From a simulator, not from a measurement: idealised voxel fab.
Proc. module: voxel ribs on slabs
Section cut is 155 nm wide and gridded with 5 nm square cells.
Cross-sections here: square-cell grids, written as top-down lists of bands, a band being one or more rows of cells. The entry gives the band's vertical extent as a top height and a bottom height in nm, then its horizontal make-up as materials from left to right, each with a width in nm. "blank" stands for empty space; a single material marked "edge to edge" fills the band edge to edge. We count height from 0. Below that, the starting wafer is all one material. The lowest band never ends at the bottom but goes on down; see "0 -> down" for how that is written. When a width is written as two numbers, as in "30->40", the first number is the width in the top row of cells of the band and the second is the width in its bottom row, and the width changes by the same amount from each row to the next. Where a step carries "remained the same", the cross-section came out of it unchanged, cell for cell. This entry, "Enclosed internal voids", enumerates those empty regions of no fewer than 8 cells that possess no open connection to the top. Each region is reported in the form width x height at distance, the distance being taken from the left edge, with all three quantities expressed in nm. Heads up: the bit after the settings on a step's line is the simulator's remark on that step. A step's line can hold "overlay nm"; with a mask on that step, the setting says how far right of the planned place the mask lay, while a negative setting says it lay to the left.
Process steps - plan:
1: RECEIVE with material Si
2: DIRECTIONAL_DEP with material SiO2, thk nm 20
3: DIRECTIONAL_DEP with material SiN, thk nm 15
4: DIRECTIONAL_DEP with material aC, thk nm 10
5: PATTERN with tone cover, mask id RIB, material resist, width nm 20, thk nm 30, overlay nm 0
6: DIRECTIONAL_ETCH with etch materials aC, depth nm 10
7: STRIP with etch materials resist
8: DIRECTIONAL_ETCH with etch materials SiN, depth nm 10
9: STRIP with etch materials aC
10: DIRECTIONAL_DEP with material aC, thk nm 15
11: PATTERN with tone cover, mask id SLAB, material resist, width nm 90, thk nm 35, overlay nm 0
12: DIRECTIONAL_ETCH with etch materials aC, depth nm 15
13: STRIP with etch materials resist
14: DIRECTIONAL_ETCH with etch materials SiN, depth nm 5
15: STRIP with etch materials aC
16: FILL_DEP with material SiO2, thk nm 25
17: CMP with height nm 50
18: DIRECTIONAL_DEP with material W, thk nm 10
19: DIRECTIONAL_DEP with material aC, thk nm 15
20: PATTERN with tone cover, mask id HEATER, material resist, width nm 40, thk nm 35, overlay nm 0
21: DIRECTIONAL_ETCH with etch materials aC, depth nm 15
22: STRIP with etch materials resist
23: DIRECTIONAL_ETCH with etch materials W, depth nm 10
24: STRIP with etch materials aC
25: CONFORMAL_DEP with material SiN, thk nm 10
Be aware that, although all wafers share a common starting state, the width nm at step 5 differs among them, and the plan displays the first wafer's value.
Cross-section: the first of several wafers in its as-received state, i.e. following step 1:
	0 -> down  Si edge to edge
	Enclosed internal voids: none
Cross-section of the first of several wafers, taken after step 25, where the module ends:
	70 -> 60  45 of blank, 60 of SiN, 50 of blank
	60 -> 50  55 of SiN, 40 of W, 60 of SiN
	50 -> 35  SiO2 edge to edge
	35 -> 25  65 of SiO2, 20 of SiN, 70 of SiO2
	25 -> 20  30 of SiO2, 90 of SiN, 35 of SiO2
	20 -> 0  SiO2 edge to edge
	0 -> down  Si edge to edge
	Enclosed internal voids: none
Sectional view of the last wafer upon completion of the module:
	70 -> 60  45 of blank, 60 of SiN, 50 of blank
	60 -> 50  55 of SiN, 40 of W, 60 of SiN
	50 -> 35  SiO2 edge to edge
	35 -> 25  55 of SiO2, 45 of SiN, 55 of SiO2
	25 -> 20  30 of SiO2, 90 of SiN, 35 of SiO2
	20 -> 0  SiO2 edge to edge
	0 -> down  Si edge to edge
	Enclosed internal voids: none
Per wafer, end of module: cells gained (+) or lost (-) per material since receipt, then closed voids:
width nm 20, +96 SiN, +284 SiO2, +16 W, Enclosed internal voids: none
width nm 25, +98 SiN, +282 SiO2, +16 W, Enclosed internal voids: none
width nm 30, +100 SiN, +280 SiO2, +16 W, Enclosed internal voids: none
width nm 35, +102 SiN, +278 SiO2, +16 W, Enclosed internal voids: none
width nm 40, +104 SiN, +276 SiO2, +16 W, Enclosed internal voids: none
width nm 45, +106 SiN, +274 SiO2, +16 W, Enclosed internal voids: none
